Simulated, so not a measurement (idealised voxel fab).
Documented hereafter: the process module known as voxel double patterning.
In the cross-section labelled cut, the width is 295 nm and each square cell is 5 nm.
How to read a cross-section here: the picture is a grid of square cells, written as bands going from the top down, and any band can span one or more rows of cells.
In this notation a band is specified by the heights of its top and bottom, in that order and in nm, after which its materials appear from left to right, each paired with its width in nm. The word "throughout" attached to a single material means that material fills the band from edge to edge; the word "blank" stands for empty space.
Heights are measured from 0, the level below which the as-received wafer is all one material; the lowest band has no bottom and continues downward, written as in "0 -> down".
So if you see something like "30->40" for the width, read it as the top row of the band sitting at the first number and the bottom row at the second, with every row in between moving by the same amount as the last.
"same as before" (step): cross-section cells unchanged, all of them.
This entry, "Closed void entries", enumerates those empty regions of no fewer than 8 cells that possess no open connection to the top. Each region is reported in the form width x height at distance, the distance being taken from the left edge, with all three quantities expressed in nm.
It should be noted that, on the line of a given step, the content following the step's settings is a remark produced by the simulator itself with respect to that step.
The line of a step may include "overlay nm". On a step with a mask, this value is how far to the right of its planned place the mask lay. A negative value means the mask lay to the left.

PLANNED STEP LIST FOR THE PROCESS
1: RECEIVE: material Si
2: CONFORMAL_DEP: material SiO2, thk nm 10
3: DIRECTIONAL_DEP: material W, thk nm 10
4: DIRECTIONAL_DEP: material SiN, thk nm 5
5: MASKED_ETCH: tone open, mask id FIRST, width nm 15, pitch nm 50, etch materials SiN, depth nm 5, overlay nm 0
6: DIRECTIONAL_DEP: material aC, thk nm 10
7: PATTERN: tone open, mask id SECOND, material resist, width nm 15, pitch nm 50, thk nm 25, overlay nm 0
8: DIRECTIONAL_ETCH: etch materials aC, depth nm 10
9: STRIP: etch materials resist
10: DIRECTIONAL_ETCH: etch materials SiN, depth nm 5
11: STRIP: etch materials aC
12: DIRECTIONAL_ETCH: etch materials W, depth nm 10
13: STRIP: etch materials SiN

RUN AS PLANNED: FIRST OF TWO WAFERS

SHOWN IN CROSS-SECTION IS THE WAFER AS RECEIVED, THAT IS, AS IT STANDS AFTER STEP 1
* 0 -> down = Si throughout
* Closed void entries: none

STEP 2 DONE - WAFER CROSS-SECTION
* 10 -> 0 = SiO2 throughout
* For the remainder of the cross-section, below 0, there is no change.

STEP 3 DONE - WAFER CROSS-SECTION
* 20 -> 10 = W throughout
* For the remainder of the cross-section, below 10, there is no change.

STEP 4 DONE - WAFER CROSS-SECTION
* 25 -> 20 = SiN throughout
* For the remainder of the cross-section, below 20, there is no change.

STEP 5 DONE - WAFER CROSS-SECTION
* 25 -> 20 = SiN: 90 | blank: 15 | SiN: 35 | blank: 15 | SiN: 35 | blank: 15 | SiN: 90
* For the remainder of the cross-section, below 20, there is no change.

STEP 6 DONE - WAFER CROSS-SECTION
* 35 -> 30 = aC: 90 | blank: 15 | aC: 35 | blank: 15 | aC: 35 | blank: 15 | aC: 90
* 30 -> 25 = aC throughout
* 25 -> 20 = SiN: 90 | aC: 15 | SiN: 35 | aC: 15 | SiN: 35 | aC: 15 | SiN: 90
* For the remainder of the cross-section, below 20, there is no change.

STEP 7 DONE - WAFER CROSS-SECTION
* 60 -> 35 = resist: 115 | blank: 15 | resist: 35 | blank: 15 | resist: 115
* 35 -> 30 = aC: 90 | resist: 15 | aC: 35 | resist: 15 | aC: 35 | resist: 15 | aC: 90
* For the remainder of the cross-section, below 30, there is no change.

STEP 8 DONE - WAFER CROSS-SECTION
* 50 -> 35 = resist: 115 | blank: 15 | resist: 35 | blank: 15 | resist: 115
* 35 -> 30 = aC: 90 | resist: 15 | aC: 10 | blank: 15 | aC: 10 | resist: 15 | aC: 10 | blank: 15 | aC: 10 | resist: 15 | aC: 90
* 30 -> 25 = aC: 115 | blank: 15 | aC: 35 | blank: 15 | aC: 115
* For the remainder of the cross-section, below 25, there is no change.

STEP 9 DONE - WAFER CROSS-SECTION
* 35 -> 30 = aC: 90 | blank: 15 | aC: 10 | blank: 15 | aC: 10 | blank: 15 | aC: 10 | blank: 15 | aC: 10 | blank: 15 | aC: 90
* For the remainder of the cross-section, below 30, there is no change.

STEP 10 DONE - WAFER CROSS-SECTION
* 35 -> 30 = aC: 90 | blank: 15 | aC: 10 | blank: 15 | aC: 10 | blank: 15 | aC: 10 | blank: 15 | aC: 10 | blank: 15 | aC: 90
* 30 -> 25 = aC: 115 | blank: 15 | aC: 35 | blank: 15 | aC: 115
* 25 -> 20 = SiN: 90 | aC: 15 | SiN: 10 | blank: 15 | SiN: 10 | aC: 15 | SiN: 10 | blank: 15 | SiN: 10 | aC: 15 | SiN: 90
* For the remainder of the cross-section, below 20, there is no change.

STEP 11 DONE - WAFER CROSS-SECTION
* 25 -> 20 = SiN: 90 | blank: 15 | SiN: 10 | blank: 15 | SiN: 10 | blank: 15 | SiN: 10 | blank: 15 | SiN: 10 | blank: 15 | SiN: 90
* For the remainder of the cross-section, below 20, there is no change.

STEP 12 DONE - WAFER CROSS-SECTION
* 25 -> 20 = SiN: 90 | blank: 15 | SiN: 10 | blank: 15 | SiN: 10 | blank: 15 | SiN: 10 | blank: 15 | SiN: 10 | blank: 15 | SiN: 90
* 20 -> 10 = W: 90 | blank: 15 | W: 10 | blank: 15 | W: 10 | blank: 15 | W: 10 | blank: 15 | W: 10 | blank: 15 | W: 90
* For the remainder of the cross-section, below 10, there is no change.

STEP 13 DONE - WAFER CROSS-SECTION
* 20 -> 10 = W: 90 | blank: 15 | W: 10 | blank: 15 | W: 10 | blank: 15 | W: 10 | blank: 15 | W: 10 | blank: 15 | W: 90
* For the remainder of the cross-section, below 10, there is no change.

WHAT FOLLOWS CONCERNS THE SECOND WAFER, WHICH STARTED OUT LIKE THE FIRST AND WAS MEANT TO FOLLOW THE VERY SAME PLAN; ONE MISTAKE CREPT IN WHEN IT WAS RUN, BUT EVERYTHING UP TO AND INCLUDING STEP 10 IS THE SAME AS FOR THE FIRST WAFER

CROSS-SECTION OF THE SECOND WAFER AT THE TIME STEP 11 OF THE PLAN SHOULD HAVE ENDED
* 25 -> 20 = SiN: 90 | blank: 15 | SiN: 10 | blank: 15 | SiN: 10 | blank: 15 | SiN: 10 | blank: 15 | SiN: 10 | blank: 15 | SiN: 90
* For the remainder of the cross-section, below 20, there is no change.

CROSS-SECTION OF THE SECOND WAFER AT THE TIME STEP 12 OF THE PLAN SHOULD HAVE ENDED
* 25 -> 20 = SiN: 90 | blank: 15 | SiN: 10 | blank: 15 | SiN: 10 | blank: 15 | SiN: 10 | blank: 15 | SiN: 10 | blank: 15 | SiN: 90
* 20 -> 10 = W: 90 | blank: 15 | W: 10 | blank: 15 | W: 10 | blank: 15 | W: 10 | blank: 15 | W: 10 | blank: 15 | W: 90
* For the remainder of the cross-section, below 10, there is no change.

CROSS-SECTION OF THE SECOND WAFER AT THE TIME STEP 13 OF THE PLAN SHOULD HAVE ENDED
* 20 -> 10 = W: 90 | blank: 15 | W: 10 | blank: 15 | W: 10 | blank: 15 | W: 10 | blank: 15 | W: 10 | blank: 15 | W: 90
* For the remainder of the cross-section, below 10, there is no change.
Finding, execution versus plan: the plan's step 11 ran twice
Outcome: the two wafer cross-sections end up identical, and the model's computation is unaffected by the mistake.
